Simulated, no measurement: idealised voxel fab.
process module | voxel lift off
cross-section cut | 140 nm wide | cells 5 nm
A cross-section is a grid of square cells, given in bands from the top down. A band is one or more rows of cells.
Each band's line starts with the height of the band's top and of its bottom, in nm. Then come its materials from left to right, each with its width in nm. One material with "throughout" fills the band from edge to edge. "air" is empty space.
Height 0 is the level under which the wafer as received is all one material. The lowest band goes on downwards, as in "0 down".
A width such as "30 to 40" changes by the same amount from each row of cells to the next, from the band's top row to its bottom row.
"no change" after a step means that no cell of the cross-section changed.
closed voids: empty space of 8 cells or more with no open way to the top, each as width x height at its distance from the left edge, in nm
after a step's settings: what the simulator itself notes on the step
overlay nm, on a step with a mask: how far to the right of its planned place the mask lay; to the left if negative
plan
1 op RECEIVE | material Si
2 op CONFORMAL_DEP | material Al2O3 | thk nm 5
3 op PATTERN | tone open | mask id LINES | material resist | width nm 20 | pitch nm 45 | thk nm 20 | overlay nm 0
4 op DIRECTIONAL_DEP | material Ru | thk nm 5
5 op STRIP | etch materials resist
6 op CONFORMAL_DEP | material SiCN | thk nm 5
as received, after step 1
  0 down: Si throughout
  closed voids: none
first wafer at the end, as planned
  15 to 10: air 10 | SiCN 30 | air 15 | SiCN 30 | air 15 | SiCN 30 | air 10
  10 to 5: SiCN 15 | Ru 20 | SiCN 25 | Ru 20 | SiCN 25 | Ru 20 | SiCN 15
  5 to 0: Al2O3 throughout
  0 down: Si throughout
  closed voids: none
second wafer at the end: like start, like plan, one mistake
  10 to 5: air 10 | SiCN 30 | air 15 | SiCN 30 | air 15 | SiCN 30 | air 10
  5 to 0: SiCN 15 | Ru 20 | SiCN 25 | Ru 20 | SiCN 25 | Ru 20 | SiCN 15
  0 down: Si throughout
  closed voids: none
what went wrong: step 2 was left out
at the end the second wafer has, in cells: 28 fewer of Al2O3
